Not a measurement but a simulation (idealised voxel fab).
Module name: voxel wiring stack (process module)
Each square cell in cross-section cut measures 5 nm, and the section as a whole is 160 nm wide.
This document writes a cross-section as a grid whose cells are square, and gives it as bands, listed from the top down; one or more rows of cells form a band. Look at the band entry: it leads with the top's height and the bottom's height in nm. Then it lists the materials left to right, with a width in nm for each. The word "throughout" on a single material says that material fills the band edge to edge. The word "empty" is empty space. Below 0: as-received wafer, all one material; heights counted from there. Lowest band: no bottom, goes on down, written "0 down". A width such as "30->40" changes by the same amount from each row of cells to the next, from the band's top row to its bottom row. The designation "no change occurred", where it is given for a processing step, indicates that no cell of the cross-section was altered in the course of that step. Each empty space that has no open way to the top and spans at least 8 cells appears under "Enclosed void inventory" as width x height at distance, the distance counted from the left edge, all in nm. Whatever follows a step's settings on its line is a remark the simulator itself makes about that step. The optional step-line setting "overlay nm" applies to steps with a mask and quantifies how far to the right of its planned location the mask lay, a negative value indicating leftward placement.

List of planned process steps
- 1: RECEIVE (material Si)
- 2: CONFORMAL_DEP (material SiO2; thk nm 15)
- 3: DIRECTIONAL_DEP (material TiN; thk nm 5)
- 4: DIRECTIONAL_DEP (material W; thk nm 15)
- 5: DIRECTIONAL_DEP (material aC; thk nm 10)
- 6: PATTERN (tone cover; mask id METAL_1; material resist; width nm 20; pitch nm 45; thk nm 25; overlay nm 0)
- 7: DIRECTIONAL_ETCH (etch materials aC; depth nm 10)
- 8: STRIP (etch materials resist)
- 9: DIRECTIONAL_ETCH (etch materials W; depth nm 15)
- 10: DIRECTIONAL_ETCH (etch materials TiN; depth nm 5)
- 11: STRIP (etch materials aC)
- 12: CONFORMAL_DEP (material SiN; thk nm 5)
- 13: FILL_DEP (material lowk; thk nm 10)
- 14: CMP (height nm 35)
- 15: CONFORMAL_DEP (material SiCN; thk nm 5)
- 16: DIRECTIONAL_DEP (material lowk; thk nm 20)
- 17: PATTERN (tone open; mask id PLUG_1; material resist; width nm 15; thk nm 15; overlay nm 0)
- 18: DIRECTIONAL_ETCH (etch materials lowk; depth nm 20)
- 19: DIRECTIONAL_ETCH (etch materials SiCN; depth nm 5)
- 20: STRIP (etch materials resist)
- 21: CONFORMAL_DEP (material TiN; thk nm 5)
- 22: FILL_DEP (material W; thk nm 5)
- 23: CMP (height nm 60)
- 24: CONFORMAL_DEP (material SiN; thk nm 5)
- 25: DIRECTIONAL_DEP (material lowk; thk nm 20)
- 26: PATTERN (tone open; mask id METAL_2; material resist; width nm 20; pitch nm 45; thk nm 15; overlay nm 0)
- 27: DIRECTIONAL_ETCH (etch materials lowk; depth nm 20)
- 28: DIRECTIONAL_ETCH (etch materials SiN; depth nm 5)
- 29: STRIP (etch materials resist)
- 30: CONFORMAL_DEP (material TiN; thk nm 5)
- 31: FILL_DEP (material Ru; thk nm 5)
- 32: CMP (height nm 85)
- 33: CONFORMAL_DEP (material SiCN; thk nm 5)
- 34: DIRECTIONAL_DEP (material lowk; thk nm 10)
- 35: MASKED_ETCH (tone open; mask id PLUG_2; width nm 15; pitch nm 45; etch materials lowk; depth nm 10; overlay nm 0)
- 36: MASKED_ETCH (tone open; mask id PLUG_2; width nm 15; pitch nm 45; etch materials SiCN; depth nm 5; overlay nm 0)
- 37: EPI (material Ru; thk nm 10)
- 38: EPI (material Ru; thk nm 5)
- 39: CONFORMAL_DEP (material SiCN; thk nm 5)
- 40: DIRECTIONAL_DEP (material SiO2; thk nm 20)
- 41: PATTERN (tone open; mask id METAL_3; material resist; width nm 20; pitch nm 45; thk nm 20; overlay nm 0)
- 42: DIRECTIONAL_ETCH (etch materials SiO2; depth nm 20)
- 43: DIRECTIONAL_ETCH (etch materials SiCN; depth nm 5)
- 44: STRIP (etch materials resist)
- 45: CONFORMAL_DEP (material TiN; thk nm 5)
- 46: FILL_DEP (material Cu; thk nm 5)
- 47: CMP (height nm 125)
- 48: EPI (material Ru; thk nm 5)
- 49: FILL_DEP (material SiCN; thk nm 5)

Wafer, first of two, run as planned

Cross-section: wafer on arrival = after step 1
    0 down = Si throughout
    Enclosed void inventory: none

Sectional view: wafer, after step 2
    15 to 0 = SiO2 throughout
    Below 0, no change.

Sectional view: wafer, after step 3
    20 to 15 = TiN throughout
    Below 15, no change.

Sectional view: wafer, after step 4
    35 to 20 = W throughout
    Below 20, no change.

Sectional view: wafer, after step 5
    45 to 35 = aC throughout
    Below 35, no change.

Sectional view: wafer, after step 6
    70 to 45 = empty: 45  resist: 20  empty: 25  resist: 20  empty: 50
    Below 45, no change.

Sectional view: wafer, after step 7
    60 to 45 = empty: 45  resist: 20  empty: 25  resist: 20  empty: 50
    45 to 35 = empty: 45  aC: 20  empty: 25  aC: 20  empty: 50
    Below 35, no change.

Sectional view: wafer, after step 8
    45 to 35 = empty: 45  aC: 20  empty: 25  aC: 20  empty: 50
    Below 35, no change.

Sectional view: wafer, after step 9
    45 to 35 = empty: 45  aC: 20  empty: 25  aC: 20  empty: 50
    35 to 20 = empty: 45  W: 20  empty: 25  W: 20  empty: 50
    Below 20, no change.

Sectional view: wafer, after step 10
    45 to 35 = empty: 45  aC: 20  empty: 25  aC: 20  empty: 50
    35 to 20 = empty: 45  W: 20  empty: 25  W: 20  empty: 50
    20 to 15 = empty: 45  TiN: 20  empty: 25  TiN: 20  empty: 50
    Below 15, no change.

Sectional view: wafer, after step 11
    35 to 20 = empty: 45  W: 20  empty: 25  W: 20  empty: 50
    Below 20, no change.

Sectional view: wafer, after step 12
    40 to 35 = empty: 40  SiN: 30  empty: 15  SiN: 30  empty: 45
    35 to 20 = empty: 40  SiN: 5  W: 20  SiN: 5  empty: 15  SiN: 5  W: 20  SiN: 5  empty: 45
    20 to 15 = SiN: 45  TiN: 20  SiN: 25  TiN: 20  SiN: 50
    Below 15, no change.

Sectional view: wafer, after step 13
    50 to 40 = lowk throughout
    40 to 35 = lowk: 40  SiN: 30  lowk: 15  SiN: 30  lowk: 45
    35 to 20 = lowk: 40  SiN: 5  W: 20  SiN: 5  lowk: 15  SiN: 5  W: 20  SiN: 5  lowk: 45
    Below 20, no change.

Sectional view: wafer, after step 14
    35 to 20 = lowk: 40  SiN: 5  W: 20  SiN: 5  lowk: 15  SiN: 5  W: 20  SiN: 5  lowk: 45
    Below 20, no change.

Sectional view: wafer, after step 15
    40 to 35 = SiCN throughout
    Below 35, no change.

Sectional view: wafer, after step 16
    60 to 40 = lowk throughout
    Below 40, no change.

Sectional view: wafer, after step 17
    75 to 60 = resist: 45  empty: 15  resist: 100
    Below 60, no change.

Sectional view: wafer, after step 18
    75 to 60 = resist: 45  empty: 15  resist: 100
    60 to 40 = lowk: 45  empty: 15  lowk: 100
    Below 40, no change.

Sectional view: wafer, after step 19
    75 to 60 = resist: 45  empty: 15  resist: 100
    60 to 40 = lowk: 45  empty: 15  lowk: 100
    40 to 35 = SiCN: 45  empty: 15  SiCN: 100
    Below 35, no change.

Sectional view: wafer, after step 20
    60 to 40 = lowk: 45  empty: 15  lowk: 100
    Below 40, no change.

Sectional view: wafer, after step 21
    65 to 60 = TiN: 50  empty: 5  TiN: 105
    60 to 40 = lowk: 45  TiN: 5  empty: 5  TiN: 5  lowk: 100
    40 to 35 = SiCN: 45  TiN: 15  SiCN: 100
    Below 35, no change.

Sectional view: wafer, after step 22
    70 to 65 = W throughout
    65 to 60 = TiN: 50  W: 5  TiN: 105
    60 to 40 = lowk: 45  TiN: 5  W: 5  TiN: 5  lowk: 100
    Below 40, no change.

Sectional view: wafer, after step 23
    60 to 40 = lowk: 45  TiN: 5  W: 5  TiN: 5  lowk: 100
    Below 40, no change.

Sectional view: wafer, after step 24
    65 to 60 = SiN throughout
    Below 60, no change.

Sectional view: wafer, after step 25
    85 to 65 = lowk throughout
    Below 65, no change.

Sectional view: wafer, after step 26
    100 to 85 = resist: 45  empty: 20  resist: 25  empty: 20  resist: 50
    Below 85, no change.

Sectional view: wafer, after step 27
    100 to 85 = resist: 45  empty: 20  resist: 25  empty: 20  resist: 50
    85 to 65 = lowk: 45  empty: 20  lowk: 25  empty: 20  lowk: 50
    Below 65, no change.

Sectional view: wafer, after step 28
    100 to 85 = resist: 45  empty: 20  resist: 25  empty: 20  resist: 50
    85 to 65 = lowk: 45  empty: 20  lowk: 25  empty: 20  lowk: 50
    65 to 60 = SiN: 45  empty: 20  SiN: 25  empty: 20  SiN: 50
    Below 60, no change.

Sectional view: wafer, after step 29
    85 to 65 = lowk: 45  empty: 20  lowk: 25  empty: 20  lowk: 50
    Below 65, no change.

Sectional view: wafer, after step 30
    90 to 85 = TiN: 50  empty: 10  TiN: 35  empty: 10  TiN: 55
    85 to 65 = lowk: 45  TiN: 5  empty: 10  TiN: 5  lowk: 25  TiN: 5  empty: 10  TiN: 5  lowk: 50
    65 to 60 = SiN: 45  TiN: 20  SiN: 25  TiN: 20  SiN: 50
    Below 60, no change.

Sectional view: wafer, after step 31
    95 to 90 = Ru throughout
    90 to 85 = TiN: 50  Ru: 10  TiN: 35  Ru: 10  TiN: 55
    85 to 65 = lowk: 45  TiN: 5  Ru: 10  TiN: 5  lowk: 25  TiN: 5  Ru: 10  TiN: 5  lowk: 50
    Below 65, no change.

Sectional view: wafer, after step 32
    85 to 65 = lowk: 45  TiN: 5  Ru: 10  TiN: 5  lowk: 25  TiN: 5  Ru: 10  TiN: 5  lowk: 50
    Below 65, no change.

Sectional view: wafer, after step 33
    90 to 85 = SiCN throughout
    Below 85, no change.

Sectional view: wafer, after step 34
    100 to 90 = lowk throughout
    Below 90, no change.

Sectional view: wafer, after step 35
    100 to 90 = lowk: 45  empty: 15  lowk: 30  empty: 15  lowk: 55
    Below 90, no change.

Sectional view: wafer, after step 36
    100 to 90 = lowk: 45  empty: 15  lowk: 30  empty: 15  lowk: 55
    90 to 85 = SiCN: 45  empty: 15  SiCN: 30  empty: 15  SiCN: 55
    Below 85, no change.

Sectional view: wafer, after step 37
    100 to 95 = lowk: 45  empty: 15  lowk: 30  empty: 15  lowk: 55
    95 to 90 = lowk: 45  Ru: 15  lowk: 30  Ru: 15  lowk: 55
    90 to 85 = SiCN: 45  Ru: 15  SiCN: 30  Ru: 15  SiCN: 55
    Below 85, no change.

Sectional view: wafer, after step 38
    100 to 90 = lowk: 45  Ru: 15  lowk: 30  Ru: 15  lowk: 55
    Below 90, no change.

Sectional view: wafer, after step 39
    105 to 100 = SiCN throughout
    Below 100, no change.

Sectional view: wafer, after step 40
    125 to 105 = SiO2 throughout
    Below 105, no change.

Sectional view: wafer, after step 41
    145 to 125 = resist: 45  empty: 20  resist: 25  empty: 20  resist: 50
    Below 125, no change.

Sectional view: wafer, after step 42
    145 to 125 = resist: 45  empty: 20  resist: 25  empty: 20  resist: 50
    125 to 105 = SiO2: 45  empty: 20  SiO2: 25  empty: 20  SiO2: 50
    Below 105, no change.

Sectional view: wafer, after step 43
    145 to 125 = resist: 45  empty: 20  resist: 25  empty: 20  resist: 50
    125 to 105 = SiO2: 45  empty: 20  SiO2: 25  empty: 20  SiO2: 50
    105 to 100 = SiCN: 45  empty: 20  SiCN: 25  empty: 20  SiCN: 50
    Below 100, no change.

Sectional view: wafer, after step 44
    125 to 105 = SiO2: 45  empty: 20  SiO2: 25  empty: 20  SiO2: 50
    Below 105, no change.

Sectional view: wafer, after step 45
    130 to 125 = TiN: 50  empty: 10  TiN: 35  empty: 10  TiN: 55
    125 to 105 = SiO2: 45  TiN: 5  empty: 10  TiN: 5  SiO2: 25  TiN: 5  empty: 10  TiN: 5  SiO2: 50
    105 to 100 = SiCN: 45  TiN: 20  SiCN: 25  TiN: 20  SiCN: 50
    Below 100, no change.

Sectional view: wafer, after step 46
    135 to 130 = Cu throughout
    130 to 125 = TiN: 50  Cu: 10  TiN: 35  Cu: 10  TiN: 55
    125 to 105 = SiO2: 45  TiN: 5  Cu: 10  TiN: 5  SiO2: 25  TiN: 5  Cu: 10  TiN: 5  SiO2: 50
    Below 105, no change.

Sectional view: wafer, after step 47
    125 to 105 = SiO2: 45  TiN: 5  Cu: 10  TiN: 5  SiO2: 25  TiN: 5  Cu: 10  TiN: 5  SiO2: 50
    Below 105, no change.

Sectional view: wafer, after step 48
    130 to 125 = empty: 40  Ru: 30  empty: 15  Ru: 30  empty: 45
    Below 125, no change.

Sectional view: wafer, after step 49
    135 to 130 = SiCN throughout
    130 to 125 = SiCN: 40  Ru: 30  SiCN: 15  Ru: 30  SiCN: 45
    Below 125, no change.

Here the second wafer is described. Its start and its plan were those of the first wafer. Its run contained one mistake. Up to and including step 34, it did exactly what the first wafer did

Cross-section, second wafer, at the end time the plan gives for step 35
    100 to 90 = empty: 45  lowk: 15  empty: 30  lowk: 15  empty: 55
    Below 90, no change.

Cross-section, second wafer, at the end time the plan gives for step 36: no change occurred

Cross-section, second wafer, at the end time the plan gives for step 37: no change occurred

Cross-section, second wafer, at the end time the plan gives for step 38: no change occurred

Cross-section, second wafer, at the end time the plan gives for step 39
    105 to 100 = empty: 40  SiCN: 25  empty: 20  SiCN: 25  empty: 50
    100 to 95 = empty: 40  SiCN: 5  lowk: 15  SiCN: 5  empty: 20  SiCN: 5  lowk: 15  SiCN: 5  empty: 50
    95 to 90 = SiCN: 45  lowk: 15  SiCN: 30  lowk: 15  SiCN: 55
    Below 90, no change.

Cross-section, second wafer, at the end time the plan gives for step 40
    125 to 115 = empty: 40  SiO2: 25  empty: 20  SiO2: 25  empty: 50
    115 to 105 = SiO2 throughout
    105 to 100 = SiO2: 40  SiCN: 25  SiO2: 20  SiCN: 25  SiO2: 50
    100 to 95 = SiO2: 40  SiCN: 5  lowk: 15  SiCN: 5  SiO2: 20  SiCN: 5  lowk: 15  SiCN: 5  SiO2: 50
    Below 95, no change.

Cross-section, second wafer, at the end time the plan gives for step 41
    145 to 125 = resist: 45  empty: 20  resist: 25  empty: 20  resist: 50
    125 to 115 = resist: 40  SiO2: 25  resist: 20  SiO2: 25  resist: 50
    Below 115, no change.

Cross-section, second wafer, at the end time the plan gives for step 42
    145 to 125 = resist: 45  empty: 20  resist: 25  empty: 20  resist: 50
    125 to 115 = resist: 40  SiO2: 5  empty: 20  resist: 20  SiO2: 5  empty: 20  resist: 50
    115 to 105 = SiO2: 45  empty: 20  SiO2: 25  empty: 20  SiO2: 50
    Below 105, no change.

Cross-section, second wafer, at the end time the plan gives for step 43
    145 to 125 = resist: 45  empty: 20  resist: 25  empty: 20  resist: 50
    125 to 115 = resist: 40  SiO2: 5  empty: 20  resist: 20  SiO2: 5  empty: 20  resist: 50
    115 to 105 = SiO2: 45  empty: 20  SiO2: 25  empty: 20  SiO2: 50
    105 to 100 = SiO2: 40  SiCN: 5  empty: 20  SiO2: 20  SiCN: 5  empty: 20  SiO2: 50
    Below 100, no change.

Cross-section, second wafer, at the end time the plan gives for step 44
    125 to 115 = empty: 40  SiO2: 5  empty: 40  SiO2: 5  empty: 70
    Below 115, no change.

Cross-section, second wafer, at the end time the plan gives for step 45
    130 to 125 = empty: 35  TiN: 15  empty: 30  TiN: 15  empty: 65
    125 to 120 = empty: 35  TiN: 5  SiO2: 5  TiN: 5  empty: 30  TiN: 5  SiO2: 5  TiN: 5  empty: 65
    120 to 115 = TiN: 40  SiO2: 5  TiN: 5  empty: 10  TiN: 25  SiO2: 5  TiN: 5  empty: 10  TiN: 55
    115 to 105 = SiO2: 45  TiN: 5  empty: 10  TiN: 5  SiO2: 25  TiN: 5  empty: 10  TiN: 5  SiO2: 50
    105 to 100 = SiO2: 40  SiCN: 5  TiN: 20  SiO2: 20  SiCN: 5  TiN: 20  SiO2: 50
    Below 100, no change.

Cross-section, second wafer, at the end time the plan gives for step 46
    135 to 130 = Cu throughout
    130 to 125 = Cu: 35  TiN: 15  Cu: 30  TiN: 15  Cu: 65
    125 to 120 = Cu: 35  TiN: 5  SiO2: 5  TiN: 5  Cu: 30  TiN: 5  SiO2: 5  TiN: 5  Cu: 65
    120 to 115 = TiN: 40  SiO2: 5  TiN: 5  Cu: 10  TiN: 25  SiO2: 5  TiN: 5  Cu: 10  TiN: 55
    115 to 105 = SiO2: 45  TiN: 5  Cu: 10  TiN: 5  SiO2: 25  TiN: 5  Cu: 10  TiN: 5  SiO2: 50
    Below 105, no change.

Cross-section, second wafer, at the end time the plan gives for step 47
    125 to 120 = Cu: 35  TiN: 5  SiO2: 5  TiN: 5  Cu: 30  TiN: 5  SiO2: 5  TiN: 5  Cu: 65
    Below 120, no change.

Cross-section, second wafer, at the end time the plan gives for step 48
    130 to 125 = Ru throughout
    Below 125, no change.

Cross-section, second wafer, at the end time the plan gives for step 49
    135 to 130 = SiCN throughout
    Below 130, no change.
The plan and the run diverged here: step 35 changed vs plan, executed as MASKED_ETCH (tone cover; mask id PLUG_2; width nm 15; pitch nm 45; etch materials lowk; depth nm 10; overlay nm 0)
Final difference in cells, second wafer against first, listed per material as more or fewer: Cu +22 | Ru +2 | SiCN -6 | TiN +22 | lowk -40
